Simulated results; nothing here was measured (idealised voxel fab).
process module | voxel spacer lines
cross-section cut | 155 nm wide | cells 5 nm
A cross-section is a grid of square cells, given in bands from the top down. A band is one or more rows of cells.
Each band's line starts with the height of the band's top and of its bottom, in nm. Then come its materials from left to right, each with its width in nm. One material with "throughout" fills the band from edge to edge. "air" is empty space.
Height 0 is the level under which the wafer as received is all one material. The lowest band goes on downwards, as in "0 down".
A width such as "30 to 40" changes by the same amount from each row of cells to the next, from the band's top row to its bottom row.
"no change" after a step means that no cell of the cross-section changed.
closed voids: empty space of 8 cells or more with no open way to the top, each as width x height at its distance from the left edge, in nm
after a step's settings: what the simulator itself notes on the step
overlay nm, on a step with a mask: how far to the right of its planned place the mask lay; to the left if negative
plan
1 op RECEIVE | material Si
2 op CONFORMAL_DEP | material Al2O3 | thk nm 5
3 op DIRECTIONAL_DEP | material SiN | thk nm 10
4 op DIRECTIONAL_DEP | material polySi | thk nm 20
5 op PATTERN | tone cover | mask id MANDREL | material resist | width nm 25 | pitch nm 70 | thk nm 25 | overlay nm 0
6 op DIRECTIONAL_ETCH | etch materials polySi | depth nm 20
7 op STRIP | etch materials resist
8 op CONFORMAL_DEP | material SiO2 | thk nm 10
9 op DIRECTIONAL_ETCH | etch materials SiO2 | depth nm 10
10 op STRIP | etch materials polySi
11 op DIRECTIONAL_ETCH | etch materials SiN | depth nm 10
12 op STRIP | etch materials SiO2
as received, after step 1
  0 down: Si throughout
  closed voids: none
a wafer at the end: this start, this plan, one mistake
  15 to 5: air 20 | SiN 45 | air 25 | SiN 45 | air 20
  5 to 0: Al2O3 throughout
  0 down: Si throughout
  closed voids: none
what went wrong: steps 10 and 11 were swapped
